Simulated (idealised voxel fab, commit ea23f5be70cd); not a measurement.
process module | voxel gate over fins
cross-section cut | 220 nm wide | cells 5 nm
A cross-section is a grid of square cells, given in bands from the top down. A band is one or more rows of cells.
Each band's line starts with the height of the band's top and of its bottom, in nm. Then come its materials from left to right, each with its width in nm. One material with "throughout" fills the band from edge to edge. "air" is empty space.
Height 0 is the level under which the wafer as received is all one material. The lowest band goes on downwards, as in "0 down".
A width such as "30 to 40" changes by the same amount from each row of cells to the next, from the band's top row to its bottom row.
"no change" after a step means that no cell of the cross-section changed.
closed voids: empty space of 8 cells or more with no open way to the top, each as width x height at its distance from the left edge, in nm
after a step's settings: what the simulator itself notes on the step
overlay nm, on a step with a mask: how far to the right of its planned place the mask lay; to the left if negative
Each pair below shows a cross-section before one step and the cross-section after it, down to the lowest band that changed. The line under each pair gives the step between them, with its settings. The pairs can come from different runs of this module on the same starting wafer, so a pair continues from the pair above only where its "before" says so.
before
  25 to 10: air 45 | resist 15 | air 30 | resist 15 | air 30 | resist 15 | air 30 | resist 15 | air 25
  10 to 0: air 45 | SiN 15 | air 30 | SiN 15 | air 30 | SiN 15 | air 30 | SiN 15 | air 25
  0 down: Si throughout
  closed voids: none
after
  25 to 10: air 45 | resist 15 | air 30 | resist 15 | air 30 | resist 15 | air 30 | resist 15 | air 25
  10 to 0: air 45 | SiN 15 | air 30 | SiN 15 | air 30 | SiN 15 | air 30 | SiN 15 | air 25
  0 to -40: air 45 | Si 15 | air 30 | Si 15 | air 30 | Si 15 | air 30 | Si 15 | air 25
  below -40: unchanged
  closed voids: none
the step between: op DIRECTIONAL_ETCH | etch materials Si | depth nm 40
before: the cross-section after the pair above
after
  10 to 0: air 45 | SiN 15 | air 30 | SiN 15 | air 30 | SiN 15 | air 30 | SiN 15 | air 25
  below 0: unchanged
  closed voids: none
the step between: op STRIP | etch materials resist
before: the cross-section after the pair above
after
  25 to 10: SiO2 throughout
  10 to 0: SiO2 45 | SiN 15 | SiO2 30 | SiN 15 | SiO2 30 | SiN 15 | SiO2 30 | SiN 15 | SiO2 25
  0 to -40: SiO2 45 | Si 15 | SiO2 30 | Si 15 | SiO2 30 | Si 15 | SiO2 30 | Si 15 | SiO2 25
  below -40: unchanged
  closed voids: none
the step between: op FILL_DEP | material SiO2 | thk nm 15
before: the cross-section after the pair above
after
  10 to 0: SiO2 45 | SiN 15 | SiO2 30 | SiN 15 | SiO2 30 | SiN 15 | SiO2 30 | SiN 15 | SiO2 25
  below 0: unchanged
  closed voids: none
the step between: op CMP | height nm 10
before: the cross-section after the pair above
after
  10 to 0: air 45 | SiN 15 | air 30 | SiN 15 | air 30 | SiN 15 | air 30 | SiN 15 | air 25
  0 to -10: air 45 | Si 15 | air 30 | Si 15 | air 30 | Si 15 | air 30 | Si 15 | air 25
  below -10: unchanged
  closed voids: none
the step between: op SELECTIVE_ETCH | etch materials SiO2 | depth nm 20
before: the cross-section after the pair above
after
  0 to -10: air 45 | Si 15 | air 30 | Si 15 | air 30 | Si 15 | air 30 | Si 15 | air 25
  below -10: unchanged
  closed voids: none
the step between: op STRIP | etch materials SiN
before: the cross-section after the pair above
after
  5 to 0: air 40 | HfO2 25 | air 20 | HfO2 25 | air 20 | HfO2 25 | air 20 | HfO2 25 | air 20
  0 to -5: air 40 | HfO2 5 | Si 15 | HfO2 5 | air 20 | HfO2 5 | Si 15 | HfO2 5 | air 20 | HfO2 5 | Si 15 | HfO2 5 | air 20 | HfO2 5 | Si 15 | HfO2 5 | air 20
  -5 to -10: HfO2 45 | Si 15 | HfO2 30 | Si 15 | HfO2 30 | Si 15 | HfO2 30 | Si 15 | HfO2 25
  below -10: unchanged
  closed voids: none
the step between: op CONFORMAL_DEP | material HfO2 | thk nm 5
before: the cross-section after the pair above
after
  10 to 5: air 35 | TiN 35 | air 10 | TiN 35 | air 10 | TiN 35 | air 10 | TiN 35 | air 15
  5 to 0: air 35 | TiN 5 | HfO2 25 | TiN 5 | air 10 | TiN 5 | HfO2 25 | TiN 5 | air 10 | TiN 5 | HfO2 25 | TiN 5 | air 10 | TiN 5 | HfO2 25 | TiN 5 | air 15
  0 to -5: TiN 40 | HfO2 5 | Si 15 | HfO2 5 | TiN 20 | HfO2 5 | Si 15 | HfO2 5 | TiN 20 | HfO2 5 | Si 15 | HfO2 5 | TiN 20 | HfO2 5 | Si 15 | HfO2 5 | TiN 20
  below -5: unchanged
  closed voids: none
the step between: op CONFORMAL_DEP | material TiN | thk nm 5
before: the cross-section after the pair above
after
  15 to 10: air 30 | TiAl 180 | air 10
  10 to 5: air 30 | TiAl 5 | TiN 35 | TiAl 10 | TiN 35 | TiAl 10 | TiN 35 | TiAl 10 | TiN 35 | TiAl 5 | air 10
  5 to 0: TiAl 35 | TiN 5 | HfO2 25 | TiN 5 | TiAl 10 | TiN 5 | HfO2 25 | TiN 5 | TiAl 10 | TiN 5 | HfO2 25 | TiN 5 | TiAl 10 | TiN 5 | HfO2 25 | TiN 5 | TiAl 15
  below 0: unchanged
  closed voids: none
the step between: op CONFORMAL_DEP | material TiAl | thk nm 5
before: the cross-section after the pair above
after
  20 to 15: air 25 | TiN 190 | air 5
  15 to 10: air 25 | TiN 5 | TiAl 180 | TiN 5 | air 5
  10 to 5: TiN 30 | TiAl 5 | TiN 35 | TiAl 10 | TiN 35 | TiAl 10 | TiN 35 | TiAl 10 | TiN 35 | TiAl 5 | TiN 10
  below 5: unchanged
  closed voids: none
the step between: op CONFORMAL_DEP | material TiN | thk nm 5
before: the cross-section after the pair above
after
  35 to 20: W throughout
  20 to 15: W 25 | TiN 190 | W 5
  15 to 10: W 25 | TiN 5 | TiAl 180 | TiN 5 | W 5
  below 10: unchanged
  closed voids: none
the step between: op FILL_DEP | material W | thk nm 15
before: the cross-section after the pair above
after
  30 to 20: W throughout
  below 20: unchanged
  closed voids: none
the step between: op CMP | height nm 30
before: the cross-section after the pair above
after
  40 to 30: SiCN throughout
  below 30: unchanged
  closed voids: none
the step between: op CONFORMAL_DEP | material SiCN | thk nm 10
before
  30 to 20: W throughout
  20 to 15: W 15 | TiN 190 | W 15
  15 to 10: W 15 | TiN 5 | TiAl 180 | TiN 5 | W 15
  10 to 5: TiN 20 | TiAl 5 | TiN 35 | TiAl 10 | TiN 35 | TiAl 10 | TiN 35 | TiAl 10 | TiN 35 | TiAl 5 | TiN 20
  5 to 0: TiAl 25 | TiN 5 | HfO2 25 | TiN 5 | TiAl 10 | TiN 5 | HfO2 25 | TiN 5 | TiAl 10 | TiN 5 | HfO2 25 | TiN 5 | TiAl 10 | TiN 5 | HfO2 25 | TiN 5 | TiAl 25
  0 to -5: TiN 30 | HfO2 5 | Si 15 | HfO2 5 | TiN 20 | HfO2 5 | Si 15 | HfO2 5 | TiN 20 | HfO2 5 | Si 15 | HfO2 5 | TiN 20 | HfO2 5 | Si 15 | HfO2 5 | TiN 30
  -5 to -10: HfO2 35 | Si 15 | HfO2 30 | Si 15 | HfO2 30 | Si 15 | HfO2 30 | Si 15 | HfO2 35
  -10 to -40: SiO2 35 | Si 15 | SiO2 30 | Si 15 | SiO2 30 | Si 15 | SiO2 30 | Si 15 | SiO2 35
  -40 down: Si throughout
  closed voids: none
after
  40 to 20: W throughout
  below 20: unchanged
  closed voids: none
the step between: op CONFORMAL_DEP | material W | thk nm 10
before
  10 to 0: SiN throughout
  0 down: Si throughout
  closed voids: none
after
  25 to 10: resist 35 | air 15 | resist 30 | air 15 | resist 30 | air 15 | resist 30 | air 15 | resist 35
  below 10: unchanged
  closed voids: none
the step between: op PATTERN | tone open | mask id FINS | material resist | width nm 15 | pitch nm 45 | thk nm 15 | overlay nm 0
before: the cross-section after the pair above
after
  25 to 10: resist 35 | air 15 | resist 30 | air 15 | resist 30 | air 15 | resist 30 | air 15 | resist 35
  10 to 0: SiN 35 | air 15 | SiN 30 | air 15 | SiN 30 | air 15 | SiN 30 | air 15 | SiN 35
  below 0: unchanged
  closed voids: none
the step between: op DIRECTIONAL_ETCH | etch materials SiN | depth nm 10
before: the cross-section after the pair above
after
  25 to 10: resist 35 | air 15 | resist 30 | air 15 | resist 30 | air 15 | resist 30 | air 15 | resist 35
  10 to 0: SiN 35 | air 15 | SiN 30 | air 15 | SiN 30 | air 15 | SiN 30 | air 15 | SiN 35
  0 to -40: Si 35 | air 15 | Si 30 | air 15 | Si 30 | air 15 | Si 30 | air 15 | Si 35
  below -40: unchanged
  closed voids: none
the step between: op DIRECTIONAL_ETCH | etch materials Si | depth nm 40
before: the cross-section after the pair above
after
  10 to 0: SiN 35 | air 15 | SiN 30 | air 15 | SiN 30 | air 15 | SiN 30 | air 15 | SiN 35
  below 0: unchanged
  closed voids: none
the step between: op STRIP | etch materials resist
before: the cross-section after the pair above
after
  25 to 10: SiO2 throughout
  10 to 0: SiN 35 | SiO2 15 | SiN 30 | SiO2 15 | SiN 30 | SiO2 15 | SiN 30 | SiO2 15 | SiN 35
  0 to -40: Si 35 | SiO2 15 | Si 30 | SiO2 15 | Si 30 | SiO2 15 | Si 30 | SiO2 15 | Si 35
  below -40: unchanged
  closed voids: none
the step between: op FILL_DEP | material SiO2 | thk nm 15
before: the cross-section after the pair above
after
  10 to 0: SiN 35 | SiO2 15 | SiN 30 | SiO2 15 | SiN 30 | SiO2 15 | SiN 30 | SiO2 15 | SiN 35
  below 0: unchanged
  closed voids: none
the step between: op CMP | height nm 10
before: the cross-section after the pair above
after
  10 to 0: SiN 35 | air 15 | SiN 30 | air 15 | SiN 30 | air 15 | SiN 30 | air 15 | SiN 35
  0 to -10: Si 35 | air 15 | Si 30 | air 15 | Si 30 | air 15 | Si 30 | air 15 | Si 35
  below -10: unchanged
  closed voids: none
the step between: op SELECTIVE_ETCH | etch materials SiO2 | depth nm 20
before: the cross-section after the pair above
after
  0 to -10: Si 35 | air 15 | Si 30 | air 15 | Si 30 | air 15 | Si 30 | air 15 | Si 35
  below -10: unchanged
  closed voids: none
the step between: op STRIP | etch materials SiN
before: the cross-section after the pair above
after
  5 to 0: HfO2 40 | air 5 | HfO2 40 | air 5 | HfO2 40 | air 5 | HfO2 40 | air 5 | HfO2 40
  0 to -5: Si 35 | HfO2 5 | air 5 | HfO2 5 | Si 30 | HfO2 5 | air 5 | HfO2 5 | Si 30 | HfO2 5 | air 5 | HfO2 5 | Si 30 | HfO2 5 | air 5 | HfO2 5 | Si 35
  -5 to -10: Si 35 | HfO2 15 | Si 30 | HfO2 15 | Si 30 | HfO2 15 | Si 30 | HfO2 15 | Si 35
  below -10: unchanged
  closed voids: none
the step between: op CONFORMAL_DEP | material HfO2 | thk nm 5
before: the cross-section after the pair above
after
  10 to 5: TiN throughout
  5 to 0: HfO2 40 | TiN 5 | HfO2 40 | TiN 5 | HfO2 40 | TiN 5 | HfO2 40 | TiN 5 | HfO2 40
  0 to -5: Si 35 | HfO2 5 | TiN 5 | HfO2 5 | Si 30 | HfO2 5 | TiN 5 | HfO2 5 | Si 30 | HfO2 5 | TiN 5 | HfO2 5 | Si 30 | HfO2 5 | TiN 5 | HfO2 5 | Si 35
  below -5: unchanged
  closed voids: none
the step between: op CONFORMAL_DEP | material TiN | thk nm 5
before: the cross-section after the pair above
after
  15 to 10: TiAl throughout
  below 10: unchanged
  closed voids: none
the step between: op CONFORMAL_DEP | material TiAl | thk nm 5
before: the cross-section after the pair above
after
  20 to 15: TiN throughout
  below 15: unchanged
  closed voids: none
the step between: op CONFORMAL_DEP | material TiN | thk nm 5
before: the cross-section after the pair above
after
  35 to 20: W throughout
  below 20: unchanged
  closed voids: none
the step between: op FILL_DEP | material W | thk nm 15
before: the cross-section after the pair above
after
  30 to 20: W throughout
  below 20: unchanged
  closed voids: none
the step between: op CMP | height nm 30
before: the cross-section after the pair above
after
  40 to 30: SiCN throughout
  below 30: unchanged
  closed voids: none
the step between: op CONFORMAL_DEP | material SiCN | thk nm 10
